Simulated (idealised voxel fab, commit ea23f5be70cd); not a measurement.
This section sets out a process module, namely voxel tone inversion.
Square cells of 5 nm make up the cross-section cut, whose width is 270 nm.
For the purposes of this document, a cross-section shall be understood as a grid of square cells, specified as bands listed in top-to-bottom order, each band consisting of one or more rows of cells. Top, bottom (nm), then materials left to right with widths (nm); lone material tagged "throughout" fills the whole band edge to edge; "air" = empty space. Basically, 0 is our baseline, since under it the wafer straight out of the box is all one material. The bottom band has no lower end and keeps on going down, so it looks like "z 0 and below". Width "30..40": first value at the band's top row of cells, second value at its bottom row, equal change from row to row. The cross-section has no changed cell in any step marked "everything unchanged". Entry "Enclosed empty spaces". Content: empty spaces with no open connection to the top, size 8 cells or greater. Each: width x height at distance. Distance: from left edge. Unit: nm. The remark found on a step's line after its settings is issued by the simulator itself and pertains to that step. You can add "overlay nm" to a step's line. For a step with a mask, it describes how far the mask lay to the right of its planned position, and a negative number describes a lay to the left.

## Listed below are the process steps as planned
1 op RECEIVE | material Si
2 op CONFORMAL_DEP | material SiCN | thk nm 5
3 op DIRECTIONAL_DEP | material polySi | thk nm 15
4 op PATTERN | tone cover | mask id POSTS | material resist | width nm 25 | pitch nm 45 | thk nm 25 | overlay nm 0
5 op DIRECTIONAL_ETCH | etch materials polySi | depth nm 15
6 op STRIP | etch materials resist
7 op FILL_DEP | material lowk | thk nm 5
8 op CMP | height nm 20
9 op STRIP | etch materials polySi

## Cross-sectional view of the wafer in its as-received condition, corresponding to the state after step 1
	z 0 and below: Si throughout
	Enclosed empty spaces: none

## Below is the wafer in cross-section after the module was completed. It began from the starting point shown above and followed the plan shown above, except that one mistake was made while running it
	z 20 to 5: lowk=85 | air=25 | lowk=20 | air=25 | lowk=20 | air=25 | lowk=70
	z 5 to 0: SiCN throughout
	z 0 and below: Si throughout
	Enclosed empty spaces: none
Heads up, the wafer didn't run the way we planned it: step 4 off recipe, ran as op PATTERN | tone cover | mask id POSTS | material resist | width nm 25 | pitch nm 45 | thk nm 25 | overlay nm 10
